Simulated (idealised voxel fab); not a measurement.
process module | voxel self aligned contacts
The cross-section shown here is cut; it is 280 nm wide and divided into square cells measuring 5 nm on a side.
This document writes a cross-section as a grid whose cells are square, and gives it as bands, listed from the top down; one or more rows of cells form a band.
First you get the band's top height and its bottom height, in nm, and then the materials it's made of, left to right, with each width in nm. If you see a single material with "throughout", that one covers the band edge to edge. "blank" is empty space.
All heights in this document are referenced to 0, defined as the level beneath which the wafer, as received, consists entirely of one material. The lowest band is not bounded below; it extends indefinitely downward and is written in the form "0 nm and below".
It should be noted that a width expressed as "30->40" varies in equal increments from row to row of cells within the band, taking the value of the first number at the top row and that of the second number at the bottom row.
Where a step carries "nothing got changed", the cross-section came out of it unchanged, cell for cell.
Closed-off voids of 8+ cells (no open route to the top) go in "Enclosed internal cavities", written width x height at distance from the left edge, in nm.
Whatever follows a step's settings on its line is a remark the simulator itself makes about that step.
overlay nm: for a step with a mask, the amount by which the mask lay right of where it was planned; a negative amount means left of it.
If you're wondering how to read the rest of this, here's the deal. It's pairs of cross-sections: one from before a process step, one from after it. The after one is only drawn as far down as the lowest band that changed. Right under each pair you'll see which step sits between them and what its settings were. Don't read the pairs as one continuous story, though. They can come from different runs of this module on the same starting wafer, and a pair only carries on from the one above it where its entry headed "Snapshot before" says so.
-- Snapshot before
- 40 nm to 20 nm | 70 nm blank / 25 nm SiN / 30 nm blank / 25 nm SiN / 30 nm blank / 25 nm SiN / 75 nm blank
- 20 nm to 5 nm | 70 nm blank / 25 nm polySi / 30 nm blank / 25 nm polySi / 30 nm blank / 25 nm polySi / 75 nm blank
- 5 nm to 0 nm | SiO2 throughout
- 0 nm and below | Si throughout
- Enclosed internal cavities: none
-- Post-Process View
- 45 nm to 20 nm | 65 nm blank / 35 nm SiN / 20 nm blank / 35 nm SiN / 20 nm blank / 35 nm SiN / 70 nm blank
- 20 nm to 10 nm | 65 nm blank / 5 nm SiN / 25 nm polySi / 5 nm SiN / 20 nm blank / 5 nm SiN / 25 nm polySi / 5 nm SiN / 20 nm blank / 5 nm SiN / 25 nm polySi / 5 nm SiN / 70 nm blank
- 10 nm to 5 nm | 70 nm SiN / 25 nm polySi / 30 nm SiN / 25 nm polySi / 30 nm SiN / 25 nm polySi / 75 nm SiN
- For the remainder of the cross-section, below 5, there is no change.
- Enclosed internal cavities: none
Which operation links the two cross-sections above? CONFORMAL_DEP with material SiN, thk nm 5
Snapshot before: refer to the pair immediately above; the cross-section shown after its step is the state before this one.
-- Post-Process View
- 40 nm to 20 nm | 65 nm blank / 35 nm SiN / 20 nm blank / 35 nm SiN / 20 nm blank / 35 nm SiN / 70 nm blank
- 20 nm to 5 nm | 65 nm blank / 5 nm SiN / 25 nm polySi / 5 nm SiN / 20 nm blank / 5 nm SiN / 25 nm polySi / 5 nm SiN / 20 nm blank / 5 nm SiN / 25 nm polySi / 5 nm SiN / 70 nm blank
- For the remainder of the cross-section, below 5, there is no change.
- Enclosed internal cavities: none
Which operation links the two cross-sections above? DIRECTIONAL_ETCH with etch materials SiN, depth nm 5
Snapshot before: refer to the pair immediately above; the cross-section shown after its step is the state before this one.
-- Post-Process View
- 55 nm to 40 nm | SiO2 throughout
- 40 nm to 20 nm | 65 nm SiO2 / 35 nm SiN / 20 nm SiO2 / 35 nm SiN / 20 nm SiO2 / 35 nm SiN / 70 nm SiO2
- 20 nm to 5 nm | 65 nm SiO2 / 5 nm SiN / 25 nm polySi / 5 nm SiN / 20 nm SiO2 / 5 nm SiN / 25 nm polySi / 5 nm SiN / 20 nm SiO2 / 5 nm SiN / 25 nm polySi / 5 nm SiN / 70 nm SiO2
- For the remainder of the cross-section, below 5, there is no change.
- Enclosed internal cavities: none
Which operation links the two cross-sections above? FILL_DEP with material SiO2, thk nm 15
Snapshot before: refer to the pair immediately above; the cross-section shown after its step is the state before this one.
-- Post-Process View
- 50 nm to 40 nm | SiO2 throughout
- For the remainder of the cross-section, below 40, there is no change.
- Enclosed internal cavities: none
Which operation links the two cross-sections above? CMP with height nm 50
Snapshot before: refer to the pair immediately above; the cross-section shown after its step is the state before this one.
-- Post-Process View
- 50 nm to 40 nm | 90 nm SiO2 / 40 nm blank / 15 nm SiO2 / 40 nm blank / 95 nm SiO2
- 40 nm to 20 nm | 65 nm SiO2 / 35 nm SiN / 20 nm blank / 35 nm SiN / 20 nm blank / 35 nm SiN / 70 nm SiO2
- 20 nm to 5 nm | 65 nm SiO2 / 5 nm SiN / 25 nm polySi / 5 nm SiN / 20 nm blank / 5 nm SiN / 25 nm polySi / 5 nm SiN / 20 nm blank / 5 nm SiN / 25 nm polySi / 5 nm SiN / 70 nm SiO2
- 5 nm to 0 nm | 100 nm SiO2 / 20 nm blank / 35 nm SiO2 / 20 nm blank / 105 nm SiO2
- For the remainder of the cross-section, below 0, there is no change.
- Enclosed internal cavities: none
Which operation links the two cross-sections above? MASKED_ETCH with tone open, mask id CONTACT, width nm 40, pitch nm 55, etch materials SiO2, depth nm 50, overlay nm 0
Snapshot before: refer to the pair immediately above; the cross-section shown after its step is the state before this one.
-- Post-Process View
- 55 nm to 50 nm | 95 nm TiN / 30 nm blank / 25 nm TiN / 30 nm blank / 100 nm TiN
- 50 nm to 40 nm | 90 nm SiO2 / 5->15 nm TiN / 30->10 nm blank / 5->15 nm TiN / 15 nm SiO2 / 5->15 nm TiN / 30->10 nm blank / 5->15 nm TiN / 95 nm SiO2
- 40 nm to 20 nm | 65 nm SiO2 / 35 nm SiN / 5 nm TiN / 10 nm blank / 5 nm TiN / 35 nm SiN / 5 nm TiN / 10 nm blank / 5 nm TiN / 35 nm SiN / 70 nm SiO2
- 20 nm to 5 nm | 65 nm SiO2 / 5 nm SiN / 25 nm polySi / 5 nm SiN / 5 nm TiN / 10 nm blank / 5 nm TiN / 5 nm SiN / 25 nm polySi / 5 nm SiN / 5 nm TiN / 10 nm blank / 5 nm TiN / 5 nm SiN / 25 nm polySi / 5 nm SiN / 70 nm SiO2
- 5 nm to 0 nm | 100 nm SiO2 / 20 nm TiN / 35 nm SiO2 / 20 nm TiN / 105 nm SiO2
- For the remainder of the cross-section, below 0, there is no change.
- Enclosed internal cavities: none
Which operation links the two cross-sections above? CONFORMAL_DEP with material TiN, thk nm 5
Snapshot before: refer to the pair immediately above; the cross-section shown after its step is the state before this one.
-- Post-Process View
- 60 nm to 55 nm | W throughout
- 55 nm to 50 nm | 95 nm TiN / 30 nm W / 25 nm TiN / 30 nm W / 100 nm TiN
- 50 nm to 40 nm | 90 nm SiO2 / 5->15 nm TiN / 30->10 nm W / 5->15 nm TiN / 15 nm SiO2 / 5->15 nm TiN / 30->10 nm W / 5->15 nm TiN / 95 nm SiO2
- 40 nm to 20 nm | 65 nm SiO2 / 35 nm SiN / 5 nm TiN / 10 nm W / 5 nm TiN / 35 nm SiN / 5 nm TiN / 10 nm W / 5 nm TiN / 35 nm SiN / 70 nm SiO2
- 20 nm to 5 nm | 65 nm SiO2 / 5 nm SiN / 25 nm polySi / 5 nm SiN / 5 nm TiN / 10 nm W / 5 nm TiN / 5 nm SiN / 25 nm polySi / 5 nm SiN / 5 nm TiN / 10 nm W / 5 nm TiN / 5 nm SiN / 25 nm polySi / 5 nm SiN / 70 nm SiO2
- For the remainder of the cross-section, below 5, there is no change.
- Enclosed internal cavities: none
Which operation links the two cross-sections above? FILL_DEP with material W, thk nm 5
Snapshot before: refer to the pair immediately above; the cross-section shown after its step is the state before this one.
-- Post-Process View
- 50 nm to 40 nm | 90 nm SiO2 / 5->15 nm TiN / 30->10 nm W / 5->15 nm TiN / 15 nm SiO2 / 5->15 nm TiN / 30->10 nm W / 5->15 nm TiN / 95 nm SiO2
- For the remainder of the cross-section, below 40, there is no change.
- Enclosed internal cavities: none
Which operation links the two cross-sections above? CMP with height nm 50
Snapshot before: refer to the pair immediately above; the cross-section shown after its step is the state before this one.
-- Post-Process View
- 55 nm to 50 nm | SiCN throughout
- For the remainder of the cross-section, below 50, there is no change.
- Enclosed internal cavities: none
Which operation links the two cross-sections above? CONFORMAL_DEP with material SiCN, thk nm 5
-- Snapshot before
- 50 nm to 45 nm | SiO2 throughout
- 45 nm to 25 nm | 65 nm SiO2 / 35 nm SiN / 20 nm SiO2 / 35 nm SiN / 20 nm SiO2 / 35 nm SiN / 70 nm SiO2
- 25 nm to 5 nm | 65 nm SiO2 / 5 nm SiN / 25 nm polySi / 5 nm SiN / 20 nm SiO2 / 5 nm SiN / 25 nm polySi / 5 nm SiN / 20 nm SiO2 / 5 nm SiN / 25 nm polySi / 5 nm SiN / 70 nm SiO2
- 5 nm to 0 nm | SiO2 throughout
- 0 nm and below | Si throughout
- Enclosed internal cavities: none
-- Post-Process View
- 50 nm to 45 nm | 95 nm SiO2 / 35 nm blank / 20 nm SiO2 / 35 nm blank / 95 nm SiO2
- 45 nm to 25 nm | 65 nm SiO2 / 35 nm SiN / 20 nm blank / 35 nm SiN / 20 nm blank / 35 nm SiN / 70 nm SiO2
- 25 nm to 5 nm | 65 nm SiO2 / 5 nm SiN / 25 nm polySi / 5 nm SiN / 20 nm blank / 5 nm SiN / 25 nm polySi / 5 nm SiN / 20 nm blank / 5 nm SiN / 25 nm polySi / 5 nm SiN / 70 nm SiO2
- 5 nm to 0 nm | 100 nm SiO2 / 20 nm blank / 35 nm SiO2 / 20 nm blank / 105 nm SiO2
- For the remainder of the cross-section, below 0, there is no change.
- Enclosed internal cavities: none
Which operation links the two cross-sections above? MASKED_ETCH with tone open, mask id CONTACT, width nm 35, pitch nm 55, etch materials SiO2, depth nm 50, overlay nm 0
Snapshot before: refer to the pair immediately above; the cross-section shown after its step is the state before this one.
-- Post-Process View
- 55 nm to 50 nm | 100 nm TiN / 25 nm blank / 30 nm TiN / 25 nm blank / 100 nm TiN
- 50 nm to 45 nm | 95 nm SiO2 / 10 nm TiN / 10 nm blank / 15 nm TiN / 20 nm SiO2 / 10 nm TiN / 10 nm blank / 15 nm TiN / 95 nm SiO2
- 45 nm to 25 nm | 65 nm SiO2 / 35 nm SiN / 5 nm TiN / 10 nm blank / 5 nm TiN / 35 nm SiN / 5 nm TiN / 10 nm blank / 5 nm TiN / 35 nm SiN / 70 nm SiO2
- 25 nm to 5 nm | 65 nm SiO2 / 5 nm SiN / 25 nm polySi / 5 nm SiN / 5 nm TiN / 10 nm blank / 5 nm TiN / 5 nm SiN / 25 nm polySi / 5 nm SiN / 5 nm TiN / 10 nm blank / 5 nm TiN / 5 nm SiN / 25 nm polySi / 5 nm SiN / 70 nm SiO2
- 5 nm to 0 nm | 100 nm SiO2 / 20 nm TiN / 35 nm SiO2 / 20 nm TiN / 105 nm SiO2
- For the remainder of the cross-section, below 0, there is no change.
- Enclosed internal cavities: none
Which operation links the two cross-sections above? CONFORMAL_DEP with material TiN, thk nm 5
Snapshot before: refer to the pair immediately above; the cross-section shown after its step is the state before this one.
-- Post-Process View
- 60 nm to 55 nm | W throughout
- 55 nm to 50 nm | 100 nm TiN / 25 nm W / 30 nm TiN / 25 nm W / 100 nm TiN
- 50 nm to 45 nm | 95 nm SiO2 / 10 nm TiN / 10 nm W / 15 nm TiN / 20 nm SiO2 / 10 nm TiN / 10 nm W / 15 nm TiN / 95 nm SiO2
- 45 nm to 25 nm | 65 nm SiO2 / 35 nm SiN / 5 nm TiN / 10 nm W / 5 nm TiN / 35 nm SiN / 5 nm TiN / 10 nm W / 5 nm TiN / 35 nm SiN / 70 nm SiO2
- 25 nm to 5 nm | 65 nm SiO2 / 5 nm SiN / 25 nm polySi / 5 nm SiN / 5 nm TiN / 10 nm W / 5 nm TiN / 5 nm SiN / 25 nm polySi / 5 nm SiN / 5 nm TiN / 10 nm W / 5 nm TiN / 5 nm SiN / 25 nm polySi / 5 nm SiN / 70 nm SiO2
- For the remainder of the cross-section, below 5, there is no change.
- Enclosed internal cavities: none
Which operation links the two cross-sections above? FILL_DEP with material W, thk nm 5
Snapshot before: refer to the pair immediately above; the cross-section shown after its step is the state before this one.
-- Post-Process View
- 50 nm to 45 nm | 95 nm SiO2 / 10 nm TiN / 10 nm W / 15 nm TiN / 20 nm SiO2 / 10 nm TiN / 10 nm W / 15 nm TiN / 95 nm SiO2
- For the remainder of the cross-section, below 45, there is no change.
- Enclosed internal cavities: none
Which operation links the two cross-sections above? CMP with height nm 50
Snapshot before: refer to the pair immediately above; the cross-section shown after its step is the state before this one.
-- Post-Process View
- 55 nm to 50 nm | SiCN throughout
- For the remainder of the cross-section, below 50, there is no change.
- Enclosed internal cavities: none
Which operation links the two cross-sections above? CONFORMAL_DEP with material SiCN, thk nm 5
-- Snapshot before
- 45 nm to 25 nm | SiN throughout
- 25 nm to 5 nm | polySi throughout
- 5 nm to 0 nm | SiO2 throughout
- 0 nm and below | Si throughout
- Enclosed internal cavities: none
-- Post-Process View
- 45 nm to 25 nm | 80 nm blank / 25 nm SiN / 30 nm blank / 25 nm SiN / 30 nm blank / 25 nm SiN / 65 nm blank
- For the remainder of the cross-section, below 25, there is no change.
- Enclosed internal cavities: none
Which operation links the two cross-sections above? MASKED_ETCH with tone cover, mask id GATE, width nm 25, pitch nm 55, etch materials SiN, depth nm 20, overlay nm 10
Snapshot before: refer to the pair immediately above; the cross-section shown after its step is the state before this one.
-- Post-Process View
- 45 nm to 25 nm | 80 nm blank / 25 nm SiN / 30 nm blank / 25 nm SiN / 30 nm blank / 25 nm SiN / 65 nm blank
- 25 nm to 5 nm | 70 nm blank / 35 nm polySi / 20 nm blank / 35 nm polySi / 20 nm blank / 35 nm polySi / 65 nm blank
- For the remainder of the cross-section, below 5, there is no change.
- Enclosed internal cavities: none
Which operation links the two cross-sections above? MASKED_ETCH with tone cover, mask id GATE, width nm 25, pitch nm 55, etch materials polySi, depth nm 20, overlay nm 0
Snapshot before: refer to the pair immediately above; the cross-section shown after its step is the state before this one.
-- Post-Process View
- 50 nm to 30 nm | 75 nm blank / 35 nm SiN / 20 nm blank / 35 nm SiN / 20 nm blank / 35 nm SiN / 60 nm blank
- 30 nm to 25 nm | 65 nm blank / 45 nm SiN / 10 nm blank / 45 nm SiN / 10 nm blank / 45 nm SiN / 60 nm blank
- 25 nm to 10 nm | 65 nm blank / 5 nm SiN / 35 nm polySi / 5 nm SiN / 10 nm blank / 5 nm SiN / 35 nm polySi / 5 nm SiN / 10 nm blank / 5 nm SiN / 35 nm polySi / 5 nm SiN / 60 nm blank
- 10 nm to 5 nm | 70 nm SiN / 35 nm polySi / 20 nm SiN / 35 nm polySi / 20 nm SiN / 35 nm polySi / 65 nm SiN
- For the remainder of the cross-section, below 5, there is no change.
- Enclosed internal cavities: none
Which operation links the two cross-sections above? CONFORMAL_DEP with material SiN, thk nm 5
Snapshot before: refer to the pair immediately above; the cross-section shown after its step is the state before this one.
-- Post-Process View
- 45 nm to 25 nm | 75 nm blank / 35 nm SiN / 20 nm blank / 35 nm SiN / 20 nm blank / 35 nm SiN / 60 nm blank
- 25 nm to 5 nm | 65 nm blank / 5 nm SiN / 35 nm polySi / 5 nm SiN / 10 nm blank / 5 nm SiN / 35 nm polySi / 5 nm SiN / 10 nm blank / 5 nm SiN / 35 nm polySi / 5 nm SiN / 60 nm blank
- For the remainder of the cross-section, below 5, there is no change.
- Enclosed internal cavities: none
Which operation links the two cross-sections above? DIRECTIONAL_ETCH with etch materials SiN, depth nm 5
Snapshot before: refer to the pair immediately above; the cross-section shown after its step is the state before this one.
-- Post-Process View
- 60 nm to 45 nm | SiO2 throughout
- 45 nm to 25 nm | 75 nm SiO2 / 35 nm SiN / 20 nm SiO2 / 35 nm SiN / 20 nm SiO2 / 35 nm SiN / 60 nm SiO2
- 25 nm to 5 nm | 65 nm SiO2 / 5 nm SiN / 35 nm polySi / 5 nm SiN / 10 nm SiO2 / 5 nm SiN / 35 nm polySi / 5 nm SiN / 10 nm SiO2 / 5 nm SiN / 35 nm polySi / 5 nm SiN / 60 nm SiO2
- For the remainder of the cross-section, below 5, there is no change.
- Enclosed internal cavities: none
Which operation links the two cross-sections above? FILL_DEP with material SiO2, thk nm 15
Snapshot before: refer to the pair immediately above; the cross-section shown after its step is the state before this one.
-- Post-Process View
- 50 nm to 45 nm | SiO2 throughout
- For the remainder of the cross-section, below 45, there is no change.
- Enclosed internal cavities: none
Which operation links the two cross-sections above? CMP with height nm 50
Snapshot before: refer to the pair immediately above; the cross-section shown after its step is the state before this one.
-- Post-Process View
- 50 nm to 45 nm | 90 nm SiO2 / 40 nm blank / 15 nm SiO2 / 40 nm blank / 95 nm SiO2
- 45 nm to 25 nm | 75 nm SiO2 / 35 nm SiN / 20 nm blank / 35 nm SiN / 20 nm blank / 35 nm SiN / 60 nm SiO2
- 25 nm to 5 nm | 65 nm SiO2 / 5 nm SiN / 35 nm polySi / 5 nm SiN / 10 nm blank / 5 nm SiN / 35 nm polySi / 5 nm SiN / 10 nm blank / 5 nm SiN / 35 nm polySi / 5 nm SiN / 60 nm SiO2
- 5 nm to 0 nm | 110 nm SiO2 / 10 nm blank / 45 nm SiO2 / 10 nm blank / 105 nm SiO2
- For the remainder of the cross-section, below 0, there is no change.
- Enclosed internal cavities: none
Which operation links the two cross-sections above? MASKED_ETCH with tone open, mask id CONTACT, width nm 40, pitch nm 55, etch materials SiO2, depth nm 50, overlay nm 0
Snapshot before: refer to the pair immediately above; the cross-section shown after its step is the state before this one.
-- Post-Process View
- 55 nm to 50 nm | 95 nm TiN / 30 nm blank / 25 nm TiN / 30 nm blank / 100 nm TiN
- 50 nm to 45 nm | 90 nm SiO2 / 25 nm TiN / 10 nm blank / 5 nm TiN / 15 nm SiO2 / 25 nm TiN / 10 nm blank / 5 nm TiN / 95 nm SiO2
- 45 nm to 30 nm | 75 nm SiO2 / 35 nm SiN / 5 nm TiN / 10 nm blank / 5 nm TiN / 35 nm SiN / 5 nm TiN / 10 nm blank / 5 nm TiN / 35 nm SiN / 60 nm SiO2
- 30 nm to 25 nm | 75 nm SiO2 / 35 nm SiN / 20 nm TiN / 35 nm SiN / 20 nm TiN / 35 nm SiN / 60 nm SiO2
- 25 nm to 5 nm | 65 nm SiO2 / 5 nm SiN / 35 nm polySi / 5 nm SiN / 10 nm TiN / 5 nm SiN / 35 nm polySi / 5 nm SiN / 10 nm TiN / 5 nm SiN / 35 nm polySi / 5 nm SiN / 60 nm SiO2
- 5 nm to 0 nm | 110 nm SiO2 / 10 nm TiN / 45 nm SiO2 / 10 nm TiN / 105 nm SiO2
- For the remainder of the cross-section, below 0, there is no change.
- Enclosed internal cavities: none
Which operation links the two cross-sections above? CONFORMAL_DEP with material TiN, thk nm 5
Snapshot before: refer to the pair immediately above; the cross-section shown after its step is the state before this one.
-- Post-Process View
- 60 nm to 55 nm | W throughout
- 55 nm to 50 nm | 95 nm TiN / 30 nm W / 25 nm TiN / 30 nm W / 100 nm TiN
- 50 nm to 45 nm | 90 nm SiO2 / 25 nm TiN / 10 nm W / 5 nm TiN / 15 nm SiO2 / 25 nm TiN / 10 nm W / 5 nm TiN / 95 nm SiO2
- 45 nm to 30 nm | 75 nm SiO2 / 35 nm SiN / 5 nm TiN / 10 nm W / 5 nm TiN / 35 nm SiN / 5 nm TiN / 10 nm W / 5 nm TiN / 35 nm SiN / 60 nm SiO2
- For the remainder of the cross-section, below 30, there is no change.
- Enclosed internal cavities: none
Which operation links the two cross-sections above? FILL_DEP with material W, thk nm 5
Snapshot before: refer to the pair immediately above; the cross-section shown after its step is the state before this one.
-- Post-Process View
- 50 nm to 45 nm | 90 nm SiO2 / 25 nm TiN / 10 nm W / 5 nm TiN / 15 nm SiO2 / 25 nm TiN / 10 nm W / 5 nm TiN / 95 nm SiO2
- For the remainder of the cross-section, below 45, there is no change.
- Enclosed internal cavities: none
Which operation links the two cross-sections above? CMP with height nm 50
Snapshot before: refer to the pair immediately above; the cross-section shown after its step is the state before this one.
-- Post-Process View
- 55 nm to 50 nm | SiCN throughout
- For the remainder of the cross-section, below 50, there is no change.
- Enclosed internal cavities: none
Which operation links the two cross-sections above? CONFORMAL_DEP with material SiCN, thk nm 5
-- Snapshot before
- 25 nm to 5 nm | polySi throughout
- 5 nm to 0 nm | SiO2 throughout
- 0 nm and below | Si throughout
- Enclosed internal cavities: none
-- Post-Process View
- 45 nm to 25 nm | SiO2 throughout
- For the remainder of the cross-section, below 25, there is no change.
- Enclosed internal cavities: none
Which operation links the two cross-sections above? DIRECTIONAL_DEP with material SiO2, thk nm 20
Snapshot before: refer to the pair immediately above; the cross-section shown after its step is the state before this one.
-- Post-Process View
- 50 nm to 45 nm | SiN throughout
- For the remainder of the cross-section, below 45, there is no change.
- Enclosed internal cavities: none
Which operation links the two cross-sections above? CONFORMAL_DEP with material SiN, thk nm 5
Snapshot before: refer to the pair immediately above; the cross-section shown after its step is the state before this one.
-- Post-Process View
- 45 nm to 25 nm | SiO2 throughout
- For the remainder of the cross-section, below 25, there is no change.
- Enclosed internal cavities: none
Which operation links the two cross-sections above? DIRECTIONAL_ETCH with etch materials SiN, depth nm 5
Snapshot before: refer to the pair immediately above; the cross-section shown after its step is the state before this one.
-- Post-Process View
- 60 nm to 25 nm | SiO2 throughout
- For the remainder of the cross-section, below 25, there is no change.
- Enclosed internal cavities: none
Which operation links the two cross-sections above? FILL_DEP with material SiO2, thk nm 15
Snapshot before: refer to the pair immediately above; the cross-section shown after its step is the state before this one.
-- Post-Process View
- 50 nm to 25 nm | SiO2 throughout
- For the remainder of the cross-section, below 25, there is no change.
- Enclosed internal cavities: none
Which operation links the two cross-sections above? CMP with height nm 50
Snapshot before: refer to the pair immediately above; the cross-section shown after its step is the state before this one.
-- Post-Process View
- 50 nm to 25 nm | 90 nm SiO2 / 40 nm blank / 15 nm SiO2 / 40 nm blank / 95 nm SiO2
- For the remainder of the cross-section, below 25, there is no change.
- Enclosed internal cavities: none
Which operation links the two cross-sections above? MASKED_ETCH with tone open, mask id CONTACT, width nm 40, pitch nm 55, etch materials SiO2, depth nm 50, overlay nm 0
Snapshot before: refer to the pair immediately above; the cross-section shown after its step is the state before this one.
-- Post-Process View
- 55 nm to 50 nm | 95 nm TiN / 30 nm blank / 25 nm TiN / 30 nm blank / 100 nm TiN
- 50 nm to 30 nm | 90 nm SiO2 / 5 nm TiN / 30 nm blank / 5 nm TiN / 15 nm SiO2 / 5 nm TiN / 30 nm blank / 5 nm TiN / 95 nm SiO2
- 30 nm to 25 nm | 90 nm SiO2 / 40 nm TiN / 15 nm SiO2 / 40 nm TiN / 95 nm SiO2
- For the remainder of the cross-section, below 25, there is no change.
- Enclosed internal cavities: none
Which operation links the two cross-sections above? CONFORMAL_DEP with material TiN, thk nm 5
Snapshot before: refer to the pair immediately above; the cross-section shown after its step is the state before this one.
-- Post-Process View
- 60 nm to 55 nm | W throughout
- 55 nm to 50 nm | 95 nm TiN / 30 nm W / 25 nm TiN / 30 nm W / 100 nm TiN
- 50 nm to 30 nm | 90 nm SiO2 / 5 nm TiN / 30 nm W / 5 nm TiN / 15 nm SiO2 / 5 nm TiN / 30 nm W / 5 nm TiN / 95 nm SiO2
- For the remainder of the cross-section, below 30, there is no change.
- Enclosed internal cavities: none
Which operation links the two cross-sections above? FILL_DEP with material W, thk nm 5
Snapshot before: refer to the pair immediately above; the cross-section shown after its step is the state before this one.
-- Post-Process View
- 50 nm to 30 nm | 90 nm SiO2 / 5 nm TiN / 30 nm W / 5 nm TiN / 15 nm SiO2 / 5 nm TiN / 30 nm W / 5 nm TiN / 95 nm SiO2
- For the remainder of the cross-section, below 30, there is no change.
- Enclosed internal cavities: none
Which operation links the two cross-sections above? CMP with height nm 50
Snapshot before: refer to the pair immediately above; the cross-section shown after its step is the state before this one.
-- Post-Process View
- 55 nm to 50 nm | SiCN throughout
- For the remainder of the cross-section, below 50, there is no change.
- Enclosed internal cavities: none
Which operation links the two cross-sections above? CONFORMAL_DEP with material SiCN, thk nm 5
-- Snapshot before
- 45 nm to 25 nm | SiN throughout
- 25 nm to 5 nm | polySi throughout
- 5 nm to 0 nm | SiO2 throughout
- 0 nm and below | Si throughout
- Enclosed internal cavities: none
-- Post-Process View
- 45 nm to 25 nm | 70 nm SiN / 25 nm blank / 30 nm SiN / 25 nm blank / 30 nm SiN / 25 nm blank / 75 nm SiN
- For the remainder of the cross-section, below 25, there is no change.
- Enclosed internal cavities: none
Which operation links the two cross-sections above? MASKED_ETCH with tone open, mask id GATE, width nm 25, pitch nm 55, etch materials SiN, depth nm 20, overlay nm 0
Snapshot before: refer to the pair immediately above; the cross-section shown after its step is the state before this one.
-- Post-Process View
- 50 nm to 30 nm | 75 nm SiN / 15 nm blank / 40 nm SiN / 15 nm blank / 40 nm SiN / 15 nm blank / 80 nm SiN
- 30 nm to 25 nm | SiN throughout
- For the remainder of the cross-section, below 25, there is no change.
- Enclosed internal cavities: none
Which operation links the two cross-sections above? CONFORMAL_DEP with material SiN, thk nm 5
Snapshot before: refer to the pair immediately above; the cross-section shown after its step is the state before this one.
-- Post-Process View
- 45 nm to 25 nm | 75 nm SiN / 15 nm blank / 40 nm SiN / 15 nm blank / 40 nm SiN / 15 nm blank / 80 nm SiN
- For the remainder of the cross-section, below 25, there is no change.
- Enclosed internal cavities: none
Which operation links the two cross-sections above? DIRECTIONAL_ETCH with etch materials SiN, depth nm 5
Snapshot before: refer to the pair immediately above; the cross-section shown after its step is the state before this one.
-- Post-Process View
- 60 nm to 45 nm | SiO2 throughout
- 45 nm to 25 nm | 75 nm SiN / 15 nm SiO2 / 40 nm SiN / 15 nm SiO2 / 40 nm SiN / 15 nm SiO2 / 80 nm SiN
- For the remainder of the cross-section, below 25, there is no change.
- Enclosed internal cavities: none
Which operation links the two cross-sections above? FILL_DEP with material SiO2, thk nm 15
Snapshot before: refer to the pair immediately above; the cross-section shown after its step is the state before this one.
-- Post-Process View
- 50 nm to 45 nm | SiO2 throughout
- For the remainder of the cross-section, below 45, there is no change.
- Enclosed internal cavities: none
Which operation links the two cross-sections above? CMP with height nm 50
Snapshot before: refer to the pair immediately above; the cross-section shown after its step is the state before this one.
-- Post-Process View
- 50 nm to 45 nm | 90 nm SiO2 / 40 nm blank / 15 nm SiO2 / 40 nm blank / 95 nm SiO2
- For the remainder of the cross-section, below 45, there is no change.
- Enclosed internal cavities: none
Which operation links the two cross-sections above? MASKED_ETCH with tone open, mask id CONTACT, width nm 40, pitch nm 55, etch materials SiO2, depth nm 50, overlay nm 0
Snapshot before: refer to the pair immediately above; the cross-section shown after its step is the state before this one.
-- Post-Process View
- 55 nm to 50 nm | 95 nm TiN / 30 nm blank / 25 nm TiN / 30 nm blank / 100 nm TiN
- 50 nm to 45 nm | 90 nm SiO2 / 40 nm TiN / 15 nm SiO2 / 40 nm TiN / 95 nm SiO2
- For the remainder of the cross-section, below 45, there is no change.
- Enclosed internal cavities: none
Which operation links the two cross-sections above? CONFORMAL_DEP with material TiN, thk nm 5
Snapshot before: refer to the pair immediately above; the cross-section shown after its step is the state before this one.
-- Post-Process View
- 60 nm to 55 nm | W throughout
- 55 nm to 50 nm | 95 nm TiN / 30 nm W / 25 nm TiN / 30 nm W / 100 nm TiN
- For the remainder of the cross-section, below 50, there is no change.
- Enclosed internal cavities: none
Which operation links the two cross-sections above? FILL_DEP with material W, thk nm 5
Snapshot before: refer to the pair immediately above; the cross-section shown after its step is the state before this one.
-- Post-Process View
- 50 nm to 45 nm | 90 nm SiO2 / 40 nm TiN / 15 nm SiO2 / 40 nm TiN / 95 nm SiO2
- For the remainder of the cross-section, below 45, there is no change.
- Enclosed internal cavities: none
Which operation links the two cross-sections above? CMP with height nm 50
Snapshot before: refer to the pair immediately above; the cross-section shown after its step is the state before this one.
-- Post-Process View
- 55 nm to 50 nm | SiCN throughout
- For the remainder of the cross-section, below 50, there is no change.
- Enclosed internal cavities: none
Which operation links the two cross-sections above? CONFORMAL_DEP with material SiCN, thk nm 5
